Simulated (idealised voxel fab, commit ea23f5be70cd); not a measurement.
The process module that follows is named voxel plated lines.
It is cross-section cut that appears here, measuring 180 nm in width, its square cells being 5 nm in size.
When this document writes out a cross-section, it uses a grid of square cells and lists it as bands, beginning at the top and moving down, with a band standing for one or more rows of cells.
This entry defines a band. It first specifies the height of the band's top and the height of its bottom in nm, and then specifies the band's materials from left to right, stating each material with its width in nm. The word "everywhere" identifies a single material that fills the band from edge to edge, while the word "air" identifies empty space.
Heights from 0 (as-received wafer is one material below). Bottom band endless downward, as "0..down".
Quick explanation for "30->40": the width changes in equal steps down the rows of cells, from the first number in the band's top row to the second number in its bottom row.
Where the words "nothing was modified" appear for a step, the cross-section shows no cell changed by that step; every cell remained as before.
The entry titled "closed voids" provides the empty spaces that have no open way to the top, restricted to those of 8 cells or more. Each is presented as width x height at distance, the distance being measured from the left edge, with all three in nm.
On each step's line, the part that comes after the settings is the simulator's own comment on the step.
On any step carrying a mask, the "overlay nm" setting, if present on the step's line, tells how far right of its planned place the mask lay; negative values point to the left.

-- Steps planned for the process
1) RECEIVE: material Si
2) CONFORMAL_DEP: material SiN, thk nm 10
3) DIRECTIONAL_DEP: material TiN, thk nm 5
4) PATTERN: tone open, mask id LINES, material resist, width nm 15, pitch nm 40, thk nm 30, overlay nm 0
5) EPI: material Ru, thk nm 10
6) EPI: material Ru, thk nm 10
7) STRIP: etch materials resist
8) DIRECTIONAL_ETCH: etch materials TiN, depth nm 5
9) CONFORMAL_DEP: material SiCN, thk nm 10

-- As received (post step 1): cross-section
* 0..down = Si everywhere
* closed voids: none

-- Starting structure and process plan are as shown above, but one mistake was made in running the module; the wafer cross-section at the end of the module follows
* 35..25 = air: 10 | SiCN: 35 | air: 5 | SiCN: 35 | air: 5 | SiCN: 35 | air: 5 | SiCN: 35 | air: 15
* 25..20 = air: 10 | SiCN: 10 | Ru: 15 | SiCN: 10 | air: 5 | SiCN: 10 | Ru: 15 | SiCN: 10 | air: 5 | SiCN: 10 | Ru: 15 | SiCN: 10 | air: 5 | SiCN: 10 | Ru: 15 | SiCN: 10 | air: 15
* 20..15 = SiCN: 20 | Ru: 15 | SiCN: 25 | Ru: 15 | SiCN: 25 | Ru: 15 | SiCN: 25 | Ru: 15 | SiCN: 25
* 15..10 = SiCN: 20 | TiN: 15 | SiCN: 25 | TiN: 15 | SiCN: 25 | TiN: 15 | SiCN: 25 | TiN: 15 | SiCN: 25
* 10..0 = SiN everywhere
* 0..down = Si everywhere
* closed voids: none
What went wrong in running the wafer? of the identical steps 5 and 6, one was left out, though there is no way to say which
